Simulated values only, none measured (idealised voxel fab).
Process module, titled voxel released beams
Cross-sectional view cut (width: 205 nm; square cell size: 5 nm).
This document writes a cross-section as a grid whose cells are square, and gives it as bands, listed from the top down; one or more rows of cells form a band.
Heights first: top, then bottom, in nm. Then materials, left to right, each with a width in nm. "all across" on a single material: fills the band edge to edge. "empty": empty space.
Heights are reckoned from 0. Under this level, the received wafer is all of one material. The bottommost band is open-ended downward, for example "0 down".
A width given as "30 to 40" starts at the first number in the band's top row and ends at the second number in its bottom row, shifting by an equal amount at every step from row to row.
Key: "stayed the same" - step with no changed cell in the cross-section.
"Enclosed cavity list" lists enclosed empty spaces (at least 8 cells, no open path upward to the top), each as width x height at distance from the left edge, in nm.
On each step's line, the part that comes after the settings is the simulator's own comment on the step.
The optional step-line setting "overlay nm" applies to steps with a mask and quantifies how far to the right of its planned location the mask lay, a negative value indicating leftward placement.

**Steps planned for the process**
step 1: RECEIVE,material Si
step 2: CONFORMAL_DEP,material Al2O3,thk nm 10
step 3: DIRECTIONAL_DEP,material SiO2,thk nm 10
step 4: DIRECTIONAL_DEP,material aC,thk nm 10
step 5: PATTERN,tone open,mask id ANCHOR,material resist,width nm 35,thk nm 25,overlay nm 0
step 6: DIRECTIONAL_ETCH,etch materials aC,depth nm 10
step 7: STRIP,etch materials resist
step 8: DIRECTIONAL_ETCH,etch materials SiO2,depth nm 10
step 9: STRIP,etch materials aC
step 10: CONFORMAL_DEP,material polySi,thk nm 15
step 11: MASKED_ETCH,tone cover,mask id BEAM,width nm 85,etch materials polySi,depth nm 15,overlay nm 0
step 12: STRIP,etch materials SiO2

**The cross-section here shows the wafer as received, i.e. in its state after step 1**
  0 down = Si all across
  Enclosed cavity list: none

**Final wafer profile in cross-section after the module, from the same start and plan as above, with one mistake made during processing**
  20 to 10 = empty=60; polySi=15; empty=5; polySi=15; empty=110
  10 to 0 = Al2O3 all across
  0 down = Si all across
  Enclosed cavity list: none
Deviation noted in wafer processing: note that step 11 departed from the planned setting and was carried out as MASKED_ETCH,tone open,mask id BEAM,width nm 85,etch materials polySi,depth nm 15,overlay nm 0
